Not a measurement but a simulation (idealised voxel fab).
Process module, titled voxel self aligned vias
This is section cut - it's 280 nm across, gridded in 5 nm square cells.
Heads up, the way a cross-section reads in here is a grid of square cells, handed over as bands from the top down, with every band being one or more rows of cells.
Band: top height; bottom height; in nm. Then, left to right: material with width in nm, for each material. "all across": a single material spanning edge to edge. "blank": empty space.
Ref level 0: as-received wafer is one material below here. Bottom band extends down with no lower bound ("top 0, no bottom").
With a width like "30->40", each row of cells in the band differs from the next by the same amount, the top row carrying the first number and the bottom row the second.
For the purposes of this document, the phrase "no alterations made" attached to a step denotes that no cell within the cross-section was modified by that step.
The label "Fully closed voids" introduces a list of the empty spaces, 8 cells or larger, that have no open way up to the top; each entry in it reads width x height at distance, where the distance is taken from the left edge and all three are stated in nm.
What comes after the settings on a step's line is commentary from the simulator itself on that step.
For masked steps, "overlay nm" on the step line gives how far right of plan the mask actually lay; a minus sign means it lay to the left.

# Planned process steps
1 RECEIVE (material Si)
2 CONFORMAL_DEP (material SiO2; thk nm 10)
3 CONFORMAL_DEP (material SiCN; thk nm 5)
4 DIRECTIONAL_DEP (material SiO2; thk nm 30)
5 MASKED_ETCH (tone open; mask id LINES; width nm 25; pitch nm 75; etch materials SiO2; depth nm 30; overlay nm 0)
6 CONFORMAL_DEP (material TiN; thk nm 5)
7 FILL_DEP (material W; thk nm 10)
8 CMP (height nm 45)
9 SELECTIVE_ETCH (etch materials W Ru TiN; depth nm 5)
10 FILL_DEP (material SiN; thk nm 10)
11 CMP (height nm 45)
12 DIRECTIONAL_DEP (material SiO2; thk nm 15)
13 PATTERN (tone open; mask id VIAS; material resist; width nm 45; thk nm 20; overlay nm 0)
14 DIRECTIONAL_ETCH (etch materials SiO2; depth nm 15)
15 DIRECTIONAL_ETCH (etch materials SiN; depth nm 5)
16 STRIP (etch materials resist)
17 CONFORMAL_DEP (material TiN; thk nm 5)
18 FILL_DEP (material Cu; thk nm 10)
19 CMP (height nm 60)
20 CONFORMAL_DEP (material SiCN; thk nm 5)

# as received, after step 1
	top 0, no bottom = Si all across
	Fully closed voids: none

# Module complete, cross-section. Starting point and plan per above. One mistake made in running the module
	top 65, bottom 60 = SiCN all across
	top 60, bottom 50 = SiO2=80, TiN=5, Cu=35, TiN=5, SiO2=155
	top 50, bottom 45 = SiO2=80, TiN=15, Cu=15, TiN=15, SiO2=155
	top 45, bottom 40 = SiO2=90, TiN=25, SiO2=50, SiN=25, SiO2=90
	top 40, bottom 20 = SiO2=90, TiN=5, W=15, TiN=5, SiO2=50, TiN=5, W=15, TiN=5, SiO2=90
	top 20, bottom 15 = SiO2=90, TiN=25, SiO2=50, TiN=25, SiO2=90
	top 15, bottom 5 = SiO2 all across
	top 5, bottom 0 = SiCN all across
	top 0, no bottom = Si all across
	Fully closed voids: none
Want to know what went wrong? steps 2 and 3 of the plan were each performed in the slot designated for the other
